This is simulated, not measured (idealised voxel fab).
You're looking at the process module voxel wiring stack.
We display cut, a cross-section 235 nm in width whose square cells are each 5 nm.
We lay out every cross-section as a grid of square cells and spell it out in bands from the top down, where one band means one or more rows of cells. Band: top and bottom heights (nm) first, top before bottom; then materials from left to right, widths in nm. "full width" marks a sole material filling the band edge to edge. "air" denotes empty space. Counting heights begins at 0, where everything beneath is, in the wafer as received, one material. The lowest band has no bottom; it goes on downwards, as "0 down" shows. Think of "30->40" as a width that walks from the first number to the second as you go down the band, top row to bottom row, taking equal-sized steps from row to row. It should be understood that the words "nothing changed", when stated for a given step, signify that the cross-section underwent no change in any of its cells during that step. What "Cavities, sealed" gives you is every empty space of 8 cells or more that is cut off from the top. Each appears as width x height at distance, with the distance taken from the left edge and width, height and distance all in nm. Step line, after settings: the simulator's comment on this step. The line of a step may include "overlay nm". On a step with a mask, this value is how far to the right of its planned place the mask lay. A negative value means the mask lay to the left.
# List of planned process steps
step 1: op RECEIVE | material Si
step 2: op CONFORMAL_DEP | material SiO2 | thk nm 15
step 3: op DIRECTIONAL_DEP | material TiN | thk nm 5
step 4: op DIRECTIONAL_DEP | material W | thk nm 25
step 5: op PATTERN | tone cover | mask id METAL_1 | material resist | width nm 20 | pitch nm 40 | thk nm 15 | overlay nm 0
step 6: op DIRECTIONAL_ETCH | etch materials W | depth nm 25
step 7: op DIRECTIONAL_ETCH | etch materials TiN | depth nm 5
step 8: op STRIP | etch materials resist
step 9: op FILL_DEP | material lowk | thk nm 5
step 10: op CMP | height nm 45
step 11: op CONFORMAL_DEP | material SiCN | thk nm 5
step 12: op DIRECTIONAL_DEP | material SiO2 | thk nm 15
step 13: op PATTERN | tone open | mask id PLUG_1 | material resist | width nm 15 | pitch nm 40 | thk nm 20 | overlay nm 0
step 14: op DIRECTIONAL_ETCH | etch materials SiO2 | depth nm 15
step 15: op DIRECTIONAL_ETCH | etch materials SiCN | depth nm 5
step 16: op STRIP | etch materials resist
step 17: op CONFORMAL_DEP | material TiN | thk nm 5
step 18: op FILL_DEP | material W | thk nm 10
step 19: op CMP | height nm 65
step 20: op CONFORMAL_DEP | material SiCN | thk nm 5
step 21: op DIRECTIONAL_DEP | material SiO2 | thk nm 20
step 22: op PATTERN | tone open | mask id METAL_2 | material resist | width nm 20 | pitch nm 40 | thk nm 15 | overlay nm 0
step 23: op DIRECTIONAL_ETCH | etch materials SiO2 | depth nm 20
step 24: op DIRECTIONAL_ETCH | etch materials SiCN | depth nm 5
step 25: op STRIP | etch materials resist
step 26: op CONFORMAL_DEP | material TiN | thk nm 5
step 27: op FILL_DEP | material Cu | thk nm 10
step 28: op CMP | height nm 90
step 29: op EPI | material Ru | thk nm 5
step 30: op FILL_DEP | material SiCN | thk nm 5
step 31: op DIRECTIONAL_DEP | material lowk | thk nm 30
step 32: op PATTERN | tone open | mask id METAL_3 | material resist | width nm 20 | pitch nm 40 | thk nm 20 | overlay nm 0
step 33: op DIRECTIONAL_ETCH | etch materials lowk | depth nm 20
step 34: op STRIP | etch materials resist
step 35: op DIRECTIONAL_DEP | material aC | thk nm 10
step 36: op PATTERN | tone open | mask id METAL_3_HOLES | material resist | width nm 15 | thk nm 25 | overlay nm 0
step 37: op DIRECTIONAL_ETCH | etch materials aC | depth nm 10
step 38: op STRIP | etch materials resist
step 39: op DIRECTIONAL_ETCH | etch materials lowk | depth nm 10
step 40: op DIRECTIONAL_ETCH | etch materials SiCN | depth nm 5
step 41: op STRIP | etch materials aC
step 42: op CONFORMAL_DEP | material TiN | thk nm 5
step 43: op FILL_DEP | material Ru | thk nm 5
step 44: op CMP | height nm 130
step 45: op CONFORMAL_DEP | material SiCN | thk nm 5
step 46: op DIRECTIONAL_DEP | material lowk | thk nm 10
step 47: op DIRECTIONAL_DEP | material aC | thk nm 10
step 48: op PATTERN | tone open | mask id PLUG_3 | material resist | width nm 15 | pitch nm 40 | thk nm 25 | overlay nm 0
step 49: op DIRECTIONAL_ETCH | etch materials aC | depth nm 10
step 50: op STRIP | etch materials resist
step 51: op DIRECTIONAL_ETCH | etch materials lowk | depth nm 10
step 52: op DIRECTIONAL_ETCH | etch materials SiCN | depth nm 5
step 53: op STRIP | etch materials aC
step 54: op CONFORMAL_DEP | material TiN | thk nm 5
step 55: op FILL_DEP | material Cu | thk nm 5
step 56: op CMP | height nm 145
step 57: op DIRECTIONAL_DEP | material TiN | thk nm 5
step 58: op DIRECTIONAL_DEP | material Ru | thk nm 15
step 59: op DIRECTIONAL_DEP | material aC | thk nm 10
step 60: op PATTERN | tone cover | mask id METAL_4 | material resist | width nm 20 | pitch nm 40 | thk nm 30 | overlay nm 0
step 61: op DIRECTIONAL_ETCH | etch materials aC | depth nm 10
step 62: op STRIP | etch materials resist
step 63: op DIRECTIONAL_ETCH | etch materials Ru | depth nm 15
step 64: op DIRECTIONAL_ETCH | etch materials TiN | depth nm 5
step 65: op STRIP | etch materials aC
step 66: op CONFORMAL_DEP | material SiN | thk nm 5
step 67: op FILL_DEP | material SiO2 | thk nm 10
step 68: op CMP | height nm 165
step 69: op CONFORMAL_DEP | material SiCN | thk nm 5
# As received (post step 1): cross-section
0 down = Si full width
Cavities, sealed: none
# Wafer at module end, in section. Began as above, planned as above, run with one mistake
170 to 165 = SiCN full width
165 to 150 = 80 SiO2  5 SiN  20 Ru  5 SiN  10 SiO2  5 SiN  20 Ru  5 SiN  85 SiO2
150 to 145 = 85 SiN  20 TiN  20 SiN  20 TiN  90 SiN
145 to 135 = 85 lowk  5 TiN  5 Cu  5 TiN  25 lowk  5 TiN  5 Cu  5 TiN  95 lowk
135 to 130 = 85 SiCN  15 TiN  25 SiCN  15 TiN  95 SiCN
130 to 115 = 85 lowk  5 TiN  10 Ru  5 TiN  20 lowk  5 TiN  10 Ru  5 TiN  90 lowk
115 to 110 = 85 lowk  5 TiN  5 Ru  10 TiN  20 lowk  20 TiN  90 lowk
110 to 100 = 85 lowk  5 TiN  5 Ru  5 TiN  135 lowk
100 to 95 = 85 SiCN  15 TiN  135 SiCN
95 to 90 = 80 SiCN  30 Ru  10 SiCN  30 Ru  85 SiCN
90 to 70 = 85 SiO2  5 TiN  10 Cu  5 TiN  20 SiO2  5 TiN  10 Cu  5 TiN  90 SiO2
70 to 65 = 85 SiCN  20 TiN  20 SiCN  20 TiN  90 SiCN
65 to 50 = 85 SiO2  5 TiN  5 W  5 TiN  25 SiO2  5 TiN  5 W  5 TiN  95 SiO2
50 to 45 = 85 SiCN  15 TiN  25 SiCN  15 TiN  95 SiCN
45 to 20 = 80 lowk  20 W  20 lowk  20 W  95 lowk
20 to 15 = 80 lowk  20 TiN  20 lowk  20 TiN  95 lowk
15 to 0 = SiO2 full width
0 down = Si full width
Cavities, sealed: none
What was done differently from what was planned? step 5 changed vs plan, executed as op PATTERN | tone cover | mask id METAL_1 | material resist | width nm 20 | pitch nm 40 | thk nm 15 | overlay nm -5
